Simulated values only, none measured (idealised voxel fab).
You're looking at the process module voxel air gaps.
For reference, the cross-section in this document is cut, with width 245 nm and square cells of 5 nm.
We lay out every cross-section as a grid of square cells and spell it out in bands from the top down, where one band means one or more rows of cells.
Look at the band entry: it leads with the top's height and the bottom's height in nm. Then it lists the materials left to right, with a width in nm for each. The word "everywhere" on a single material says that material fills the band edge to edge. The word "blank" is empty space.
Where do heights start? At 0: under that level the wafer as delivered is made of one material only. And the lowest band has no floor; it just carries on downward, as in "0..down".
So if you see something like "30->40" for the width, read it as the top row of the band sitting at the first number and the bottom row at the second, with every row in between moving by the same amount as the last.
Basically "no change occurred" means that step didn't change any cell in the cross-section.
Basically, "Enclosed empty spaces" tells you about the enclosed voids: empty spaces with no open way to the top, 8 cells or bigger, each written width x height at distance, where distance is from the left edge, all in nm.
That trailing text on a step's line, after the settings, is the simulator's own remark on the step.
For masked steps, "overlay nm" on the step line gives how far right of plan the mask actually lay; a minus sign means it lay to the left.

-- Process steps - plan
1,RECEIVE [material Si]
2,CONFORMAL_DEP [material SiO2] [thk nm 15]
3,CONFORMAL_DEP [material SiN] [thk nm 5]
4,DIRECTIONAL_DEP [material lowk] [thk nm 30]
5,DIRECTIONAL_DEP [material aC] [thk nm 15]
6,PATTERN [tone open] [mask id LINES] [material resist] [width nm 25] [pitch nm 55] [thk nm 30] [overlay nm 0]
7,DIRECTIONAL_ETCH [etch materials aC] [depth nm 15]
8,STRIP [etch materials resist]
9,DIRECTIONAL_ETCH [etch materials lowk] [depth nm 30]
10,STRIP [etch materials aC]
11,CONFORMAL_DEP [material TiN] [thk nm 5]
12,FILL_DEP [material W] [thk nm 10]
13,CMP [height nm 50]
14,EPI [material Ru] [thk nm 10]
15,SELECTIVE_ETCH [etch materials lowk] [depth nm 40]
16,CONFORMAL_DEP [material SiN] [thk nm 5]

-- So this is the incoming wafer in cross-section - it's already been through step 1
    0..down: Si everywhere
    Enclosed empty spaces: none

-- Post-module cross-section: identical start and plan to those above, one misstep in execution
    65..60: 40 nm blank  165 nm SiN  40 nm blank
    60..50: 40 nm blank  5 nm SiN  45 nm Ru  10 nm SiN  45 nm Ru  10 nm SiN  45 nm Ru  5 nm SiN  40 nm blank
    50..45: 40 nm blank  15 nm SiN  5 nm TiN  15 nm W  5 nm TiN  30 nm SiN  5 nm TiN  15 nm W  5 nm TiN  30 nm SiN  5 nm TiN  15 nm W  5 nm TiN  15 nm SiN  40 nm blank
    45..40: 50 nm blank  5 nm SiN  5 nm TiN  15 nm W  5 nm TiN  5 nm SiN  20 nm blank  5 nm SiN  5 nm TiN  15 nm W  5 nm TiN  5 nm SiN  20 nm blank  5 nm SiN  5 nm TiN  15 nm W  5 nm TiN  5 nm SiN  50 nm blank
    40..35: 55 nm SiN  25 nm TiN  30 nm SiN  25 nm TiN  30 nm SiN  25 nm TiN  55 nm SiN
    35..30: SiN everywhere
    30..0: SiO2 everywhere
    0..down: Si everywhere
    Enclosed empty spaces: none
Where did the run depart from the plan? step 2 of the plan saw execution twice
